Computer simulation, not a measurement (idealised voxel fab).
Name of the process module below: voxel self aligned vias
Square cells of 5 nm make up the cross-section cut, whose width is 205 nm.
A cross-section is written here as square cells arranged in a grid, and it is given in bands from the top down, each band taking up one or more rows of cells.
Heads up on the band format: heights come first, top then bottom, in nm. After that it's the materials left to right, each with its width in nm. A single material flagged "edge to edge" fills the whole band edge to edge, and "blank" means there's empty space there.
Ref level 0: as-received wafer is one material below here. Bottom band extends down with no lower bound ("0 and below").
The width entry "30..40" should be interpreted row by row: the top row of cells in the band takes the first number, the bottom row takes the second number, and the change between adjacent rows is uniform throughout.
Where a step carries "nothing got changed", the cross-section came out of it unchanged, cell for cell.
Empty spaces counting at least 8 cells and having no open way to the top are listed in "Cavities, sealed". The notation width x height at distance is used for each, the distance being from the left edge and all three values in nm.
Where a step's line continues beyond its settings, the continuation is a remark by the simulator itself on that step.
Steps that use a mask can have "overlay nm" on their line. It says how far the mask sat to the right of where it was meant to be. Negative means to the left.

-- The steps planned for the process are as follows
1) RECEIVE,material Si
2) CONFORMAL_DEP,material SiO2,thk nm 10
3) CONFORMAL_DEP,material SiCN,thk nm 5
4) DIRECTIONAL_DEP,material lowk,thk nm 30
5) PATTERN,tone open,mask id LINES,material resist,width nm 20,pitch nm 55,thk nm 15,overlay nm 0
6) DIRECTIONAL_ETCH,etch materials lowk,depth nm 30
7) STRIP,etch materials resist
8) CONFORMAL_DEP,material TiN,thk nm 5
9) FILL_DEP,material W,thk nm 5
10) CMP,height nm 45
11) SELECTIVE_ETCH,etch materials W Ru TiN,depth nm 10
12) FILL_DEP,material SiN,thk nm 10
13) CMP,height nm 45
14) DIRECTIONAL_DEP,material lowk,thk nm 20
15) DIRECTIONAL_DEP,material aC,thk nm 10
16) PATTERN,tone open,mask id VIAS,material resist,width nm 30,pitch nm 55,thk nm 30,overlay nm 0
17) DIRECTIONAL_ETCH,etch materials aC,depth nm 10
18) STRIP,etch materials resist
19) DIRECTIONAL_ETCH,etch materials lowk,depth nm 20
20) DIRECTIONAL_ETCH,etch materials SiN,depth nm 10
21) STRIP,etch materials aC
22) CONFORMAL_DEP,material TiN,thk nm 5
23) FILL_DEP,material Ru,thk nm 5
24) CMP,height nm 65
25) CONFORMAL_DEP,material SiCN,thk nm 5

-- Shown in cross-section is the wafer as received, that is, as it stands after step 1
* 0 and below  Si edge to edge
* Cavities, sealed: none

-- End-of-module cross-section. Starting structure and process plan as above; one mistake made in running it
* 80 down to 65  SiCN edge to edge
* 65 down to 50  30 nm lowk, then 5 nm TiN, then 20 nm Ru, then 5 nm TiN, then 25 nm lowk, then 5 nm TiN, then 20 nm Ru, then 5 nm TiN, then 25 nm lowk, then 5 nm TiN, then 20 nm Ru, then 5 nm TiN, then 35 nm lowk
* 50 down to 40  30..35 nm lowk, then 10..5 nm TiN, then 10 nm Ru, then 10..5 nm TiN, then 25..35 nm lowk, then 10..5 nm TiN, then 10 nm Ru, then 10..5 nm TiN, then 25..35 nm lowk, then 10..5 nm TiN, then 10 nm Ru, then 10..5 nm TiN, then 35..40 nm lowk
* 40 down to 35  35 nm lowk, then 20 nm TiN, then 35 nm lowk, then 20 nm TiN, then 35 nm lowk, then 20 nm TiN, then 40 nm lowk
* 35 down to 20  35 nm lowk, then 5 nm TiN, then 10 nm W, then 5 nm TiN, then 35 nm lowk, then 5 nm TiN, then 10 nm W, then 5 nm TiN, then 35 nm lowk, then 5 nm TiN, then 10 nm W, then 5 nm TiN, then 40 nm lowk
* 20 down to 15  35 nm lowk, then 20 nm TiN, then 35 nm lowk, then 20 nm TiN, then 35 nm lowk, then 20 nm TiN, then 40 nm lowk
* 15 down to 10  SiCN edge to edge
* 10 down to 0  SiO2 edge to edge
* 0 and below  Si edge to edge
* Cavities, sealed: none
what went wrong: step 25 was processed under conditions differing from the plan, specifically as CONFORMAL_DEP,material SiCN,thk nm 15
